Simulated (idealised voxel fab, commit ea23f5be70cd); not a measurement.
voxel tone inversion: a process module
Square cell edge 5 nm, section width 225 nm, ID cut.
Heads up, the way a cross-section reads in here is a grid of square cells, handed over as bands from the top down, with every band being one or more rows of cells. First you get the band's top height and its bottom height, in nm, and then the materials it's made of, left to right, with each width in nm. If you see a single material with "all across", that one covers the band edge to edge. "empty" is empty space. Heights are expressed relative to 0, this being the level below which the as-received wafer comprises one material exclusively. The lowest band is unbounded in the downward direction and is denoted as in "0 -> down". The width entry "30..40" should be interpreted row by row: the top row of cells in the band takes the first number, the bottom row takes the second number, and the change between adjacent rows is uniform throughout. Take "remained the same" at face value: in the step it is given for, the cross-section changed in none of its cells. You'll see "Enclosed cavities" listing empty spaces that have no way open to the top, as long as they're 8 cells or more; the notation is width x height at distance, where the distance is from the left edge, and all of it is in nm. On a step's line, text after the settings is the simulator commenting on that step. Among the settings permitted on a step's line is "overlay nm"; applied to a step with a mask, it specifies the extent to which the mask lay to the right of its planned position, whereas a negative figure signifies a position to the left.

-- Here's what the planned process steps look like
- 1: RECEIVE,material Si
- 2: CONFORMAL_DEP,material SiCN,thk nm 5
- 3: DIRECTIONAL_DEP,material polySi,thk nm 15
- 4: PATTERN,tone cover,mask id POSTS,material resist,width nm 25,pitch nm 50,thk nm 20,overlay nm 0
- 5: DIRECTIONAL_ETCH,etch materials polySi,depth nm 15
- 6: STRIP,etch materials resist
- 7: FILL_DEP,material lowk,thk nm 10
- 8: CMP,height nm 20
- 9: STRIP,etch materials polySi

-- So, the first of our two wafers, run just as we planned it

-- As-received wafer cross-section (after step 1)
0 -> down  Si all across
Enclosed cavities: none

-- You're looking at a cross-section of the wafer after step 2
5 -> 0  SiCN all across
Nothing below the height 0 has changed.

-- You're looking at a cross-section of the wafer after step 3
20 -> 5  polySi all across
Nothing below the height 5 has changed.

-- You're looking at a cross-section of the wafer after step 4
40 -> 20  empty 25 / resist 25 / empty 25 / resist 25 / empty 25 / resist 25 / empty 25 / resist 25 / empty 25
Nothing below the height 20 has changed.

-- You're looking at a cross-section of the wafer after step 5
40 -> 20  empty 25 / resist 25 / empty 25 / resist 25 / empty 25 / resist 25 / empty 25 / resist 25 / empty 25
20 -> 5  empty 25 / polySi 25 / empty 25 / polySi 25 / empty 25 / polySi 25 / empty 25 / polySi 25 / empty 25
Nothing below the height 5 has changed.

-- You're looking at a cross-section of the wafer after step 6
20 -> 5  empty 25 / polySi 25 / empty 25 / polySi 25 / empty 25 / polySi 25 / empty 25 / polySi 25 / empty 25
Nothing below the height 5 has changed.

-- You're looking at a cross-section of the wafer after step 7
30 -> 20  lowk all across
20 -> 5  lowk 25 / polySi 25 / lowk 25 / polySi 25 / lowk 25 / polySi 25 / lowk 25 / polySi 25 / lowk 25
Nothing below the height 5 has changed.

-- You're looking at a cross-section of the wafer after step 8
20 -> 5  lowk 25 / polySi 25 / lowk 25 / polySi 25 / lowk 25 / polySi 25 / lowk 25 / polySi 25 / lowk 25
Nothing below the height 5 has changed.

-- You're looking at a cross-section of the wafer after step 9
20 -> 5  lowk 25 / empty 25 / lowk 25 / empty 25 / lowk 25 / empty 25 / lowk 25 / empty 25 / lowk 25
Nothing below the height 5 has changed.

-- Wafer two of two - same starting point, same process plan, one mistake in execution; matches wafer one up to and including step 4

-- Cross-sectional representation of the second wafer at the time designated in the plan for the completion of step 5
40 -> 20  empty 25 / resist 25 / empty 25 / resist 25 / empty 25 / resist 25 / empty 25 / resist 25 / empty 25
20 -> 5  empty 25 / polySi 25 / empty 25 / polySi 25 / empty 25 / polySi 25 / empty 25 / polySi 25 / empty 25
Nothing below the height 5 has changed.

-- Cross-sectional representation of the second wafer at the time designated in the plan for the completion of step 6
20 -> 5  empty 25 / polySi 25 / empty 25 / polySi 25 / empty 25 / polySi 25 / empty 25 / polySi 25 / empty 25
Nothing below the height 5 has changed.

-- Cross-sectional representation of the second wafer at the time designated in the plan for the completion of step 7
30 -> 20  lowk all across
20 -> 5  lowk 25 / polySi 25 / lowk 25 / polySi 25 / lowk 25 / polySi 25 / lowk 25 / polySi 25 / lowk 25
Nothing below the height 5 has changed.

-- Cross-sectional representation of the second wafer at the time designated in the plan for the completion of step 8
20 -> 5  lowk 25 / polySi 25 / lowk 25 / polySi 25 / lowk 25 / polySi 25 / lowk 25 / polySi 25 / lowk 25
Nothing below the height 5 has changed.

-- Cross-sectional representation of the second wafer at the time designated in the plan for the completion of step 9
20 -> 5  lowk 25 / empty 25 / lowk 25 / empty 25 / lowk 25 / empty 25 / lowk 25 / empty 25 / lowk 25
Nothing below the height 5 has changed.
what went wrong: regarding the plan, step 5 was run twice
The two wafers finish with the same cross-section, and therefore the mistake leaves the computed outcome of this model unchanged.
